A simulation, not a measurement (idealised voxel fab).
process module | voxel self aligned contacts
cross-section cut | 185 nm wide | cells 5 nm
A cross-section is a grid of square cells, given in bands from the top down. A band is one or more rows of cells.
Each band's line starts with the height of the band's top and of its bottom, in nm. Then come its materials from left to right, each with its width in nm. One material with "throughout" fills the band from edge to edge. "air" is empty space.
Height 0 is the level under which the wafer as received is all one material. The lowest band goes on downwards, as in "0 down".
A width such as "30 to 40" changes by the same amount from each row of cells to the next, from the band's top row to its bottom row.
"no change" after a step means that no cell of the cross-section changed.
closed voids: empty space of 8 cells or more with no open way to the top, each as width x height at its distance from the left edge, in nm
after a step's settings: what the simulator itself notes on the step
overlay nm, on a step with a mask: how far to the right of its planned place the mask lay; to the left if negative
plan
1 op RECEIVE | material Si
2 op CONFORMAL_DEP | material SiO2 | thk nm 5
3 op DIRECTIONAL_DEP | material polySi | thk nm 25
4 op DIRECTIONAL_DEP | material SiN | thk nm 25
5 op DIRECTIONAL_DEP | material aC | thk nm 15
6 op PATTERN | tone cover | mask id GATE | material resist | width nm 30 | pitch nm 75 | thk nm 30 | overlay nm 0
7 op DIRECTIONAL_ETCH | etch materials aC | depth nm 15
8 op STRIP | etch materials resist
9 op DIRECTIONAL_ETCH | etch materials SiN | depth nm 25
10 op DIRECTIONAL_ETCH | etch materials polySi | depth nm 25
11 op STRIP | etch materials aC
12 op CONFORMAL_DEP | material SiN | thk nm 10
13 op DIRECTIONAL_ETCH | etch materials SiN | depth nm 10
14 op FILL_DEP | material SiO2 | thk nm 15
15 op CMP | height nm 60
16 op MASKED_ETCH | tone open | mask id CONTACT | width nm 55 | etch materials SiO2 | depth nm 60 | overlay nm 0
17 op CONFORMAL_DEP | material TiN | thk nm 5
18 op FILL_DEP | material Ru | thk nm 10
19 op CMP | height nm 60
20 op CONFORMAL_DEP | material SiCN | thk nm 5
as received, after step 1
  0 down: Si throughout
  closed voids: none
first wafer at the end, as planned
  65 to 60: SiCN throughout
  60 to 55: SiO2 65 | TiN 20 | Ru 15 | TiN 20 | SiO2 65
  55 to 30: SiO2 30 | SiN 50 | TiN 5 | Ru 15 | TiN 5 | SiN 50 | SiO2 30
  30 to 5: SiO2 30 | SiN 10 | polySi 30 | SiN 10 | TiN 5 | Ru 15 | TiN 5 | SiN 10 | polySi 30 | SiN 10 | SiO2 30
  5 to 0: SiO2 80 | TiN 25 | SiO2 80
  0 down: Si throughout
  closed voids: none
second wafer at the end: like start, like plan, one mistake
  65 to 60: SiCN throughout
  60 to 55: SiO2 65 | TiN 55 | SiO2 65
  55 to 30: SiN 50 | SiO2 10 | SiN 65 | SiO2 10 | SiN 50
  30 to 5: polySi 40 | SiN 10 | SiO2 10 | SiN 10 | polySi 45 | SiN 10 | SiO2 10 | SiN 10 | polySi 40
  5 to 0: SiO2 throughout
  0 down: Si throughout
  closed voids: none
what went wrong: step 6 ran as: op PATTERN | tone open | mask id GATE | material resist | width nm 30 | pitch nm 75 | thk nm 30 | overlay nm 0
at the end the second wafer has, in cells: 33 fewer of Ru | 65 more of SiN | 75 fewer of SiO2 | 22 fewer of TiN | 65 more of polySi
